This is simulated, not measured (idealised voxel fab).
You're looking at the process module voxel spacer lines.
Pictured: cross-section cut, 255 nm wide, on a grid of 5 nm square cells.
Bands, listed from the top down, are how a cross-section gets written in this document; the cross-section itself is a grid of square cells, and a band is one or more rows of them. It is stipulated that each band's entry specify, in nanometres, the height of the top of the band and then that of its bottom, followed by the materials of the band in left-to-right sequence, each together with its width in nanometres. A single material marked by the word "throughout" is understood to fill the band from edge to edge; the word "air" is understood to denote empty space. Height 0 is the level under which the wafer as received is all one material. The lowest band goes on downwards, as in "top 0, no bottom". Width "30..40": first value at the band's top row of cells, second value at its bottom row, equal change from row to row. You'll sometimes find "remained the same" written for a step, and that's the way of saying that nowhere in the cross-section did a cell change during that step. The list in "Enclosed void catalog" covers empty spaces of 8 cells or more that cannot reach the top through any open way, and it gives each as width x height at distance; the distance is from the left edge, and width, height and distance are in nm. It should be noted that, on the line of a given step, the content following the step's settings is a remark produced by the simulator itself with respect to that step. For masked steps, "overlay nm" on the step line gives how far right of plan the mask actually lay; a minus sign means it lay to the left.

# The process steps that were planned are listed below
step 1: RECEIVE with material Si
step 2: CONFORMAL_DEP with material Al2O3, thk nm 10
step 3: DIRECTIONAL_DEP with material TiN, thk nm 10
step 4: DIRECTIONAL_DEP with material polySi, thk nm 30
step 5: PATTERN with tone cover, mask id MANDREL, material resist, width nm 20, pitch nm 60, thk nm 35, overlay nm 0
step 6: DIRECTIONAL_ETCH with etch materials polySi, depth nm 30
step 7: STRIP with etch materials resist
step 8: CONFORMAL_DEP with material SiO2, thk nm 10
step 9: DIRECTIONAL_ETCH with etch materials SiO2, depth nm 10
step 10: STRIP with etch materials polySi
step 11: DIRECTIONAL_ETCH with etch materials TiN, depth nm 10
step 12: STRIP with etch materials SiO2
step 13: FILL_DEP with material lowk, thk nm 5
step 14: CMP with height nm 20

# First wafer, two in total, run as planned

# Incoming wafer in cross-section (state: after step 1)
- top 0, no bottom = Si throughout
- Enclosed void catalog: none

# Cross-section of the wafer subsequent to step 2
- top 10, bottom 0 = Al2O3 throughout
- Under 0: no change, same as before.

# Cross-section of the wafer subsequent to step 3
- top 20, bottom 10 = TiN throughout
- Under 10: no change, same as before.

# Cross-section of the wafer subsequent to step 4
- top 50, bottom 20 = polySi throughout
- Under 20: no change, same as before.

# Cross-section of the wafer subsequent to step 5
- top 85, bottom 50 = air: 85; resist: 20; air: 40; resist: 20; air: 90
- Under 50: no change, same as before.

# Cross-section of the wafer subsequent to step 6
- top 85, bottom 50 = air: 85; resist: 20; air: 40; resist: 20; air: 90
- top 50, bottom 20 = air: 85; polySi: 20; air: 40; polySi: 20; air: 90
- Under 20: no change, same as before.

# Cross-section of the wafer subsequent to step 7
- top 50, bottom 20 = air: 85; polySi: 20; air: 40; polySi: 20; air: 90
- Under 20: no change, same as before.

# Cross-section of the wafer subsequent to step 8
- top 60, bottom 50 = air: 75; SiO2: 40; air: 20; SiO2: 40; air: 80
- top 50, bottom 30 = air: 75; SiO2: 10; polySi: 20; SiO2: 10; air: 20; SiO2: 10; polySi: 20; SiO2: 10; air: 80
- top 30, bottom 20 = SiO2: 85; polySi: 20; SiO2: 40; polySi: 20; SiO2: 90
- Under 20: no change, same as before.

# Cross-section of the wafer subsequent to step 9
- top 50, bottom 20 = air: 75; SiO2: 10; polySi: 20; SiO2: 10; air: 20; SiO2: 10; polySi: 20; SiO2: 10; air: 80
- Under 20: no change, same as before.

# Cross-section of the wafer subsequent to step 10
- top 50, bottom 20 = air: 75; SiO2: 10; air: 20; SiO2: 10; air: 20; SiO2: 10; air: 20; SiO2: 10; air: 80
- Under 20: no change, same as before.

# Cross-section of the wafer subsequent to step 11
- top 50, bottom 20 = air: 75; SiO2: 10; air: 20; SiO2: 10; air: 20; SiO2: 10; air: 20; SiO2: 10; air: 80
- top 20, bottom 10 = air: 75; TiN: 10; air: 20; TiN: 10; air: 20; TiN: 10; air: 20; TiN: 10; air: 80
- Under 10: no change, same as before.

# Cross-section of the wafer subsequent to step 12
- top 20, bottom 10 = air: 75; TiN: 10; air: 20; TiN: 10; air: 20; TiN: 10; air: 20; TiN: 10; air: 80
- Under 10: no change, same as before.

# Cross-section of the wafer subsequent to step 13
- top 25, bottom 20 = lowk throughout
- top 20, bottom 10 = lowk: 75; TiN: 10; lowk: 20; TiN: 10; lowk: 20; TiN: 10; lowk: 20; TiN: 10; lowk: 80
- Under 10: no change, same as before.

# Cross-section of the wafer subsequent to step 14
- top 20, bottom 10 = lowk: 75; TiN: 10; lowk: 20; TiN: 10; lowk: 20; TiN: 10; lowk: 20; TiN: 10; lowk: 80
- Under 10: no change, same as before.

# Now the other wafer: same start, same recipe, but we messed up one thing when running it. Up to and including step 11 it's the same as the first one

Here is the second wafer in cross-section at the point where step 12 of the plan should have been done: remained the same

# Here is the second wafer in cross-section at the point where step 13 of the plan should have been done
- top 55, bottom 50 = lowk throughout
- top 50, bottom 20 = lowk: 75; SiO2: 10; lowk: 20; SiO2: 10; lowk: 20; SiO2: 10; lowk: 20; SiO2: 10; lowk: 80
- top 20, bottom 10 = lowk: 75; TiN: 10; lowk: 20; TiN: 10; lowk: 20; TiN: 10; lowk: 20; TiN: 10; lowk: 80
- Under 10: no change, same as before.

# Here is the second wafer in cross-section at the point where step 14 of the plan should have been done
- top 20, bottom 10 = lowk: 75; TiN: 10; lowk: 20; TiN: 10; lowk: 20; TiN: 10; lowk: 20; TiN: 10; lowk: 80
- Under 10: no change, same as before.
What was done differently from what was planned? the run left out plan step 12 entirely, so it was never executed
If you compare the two wafers at the end, their cross-sections are the same, so as far as this model is concerned the mistake changes nothing.
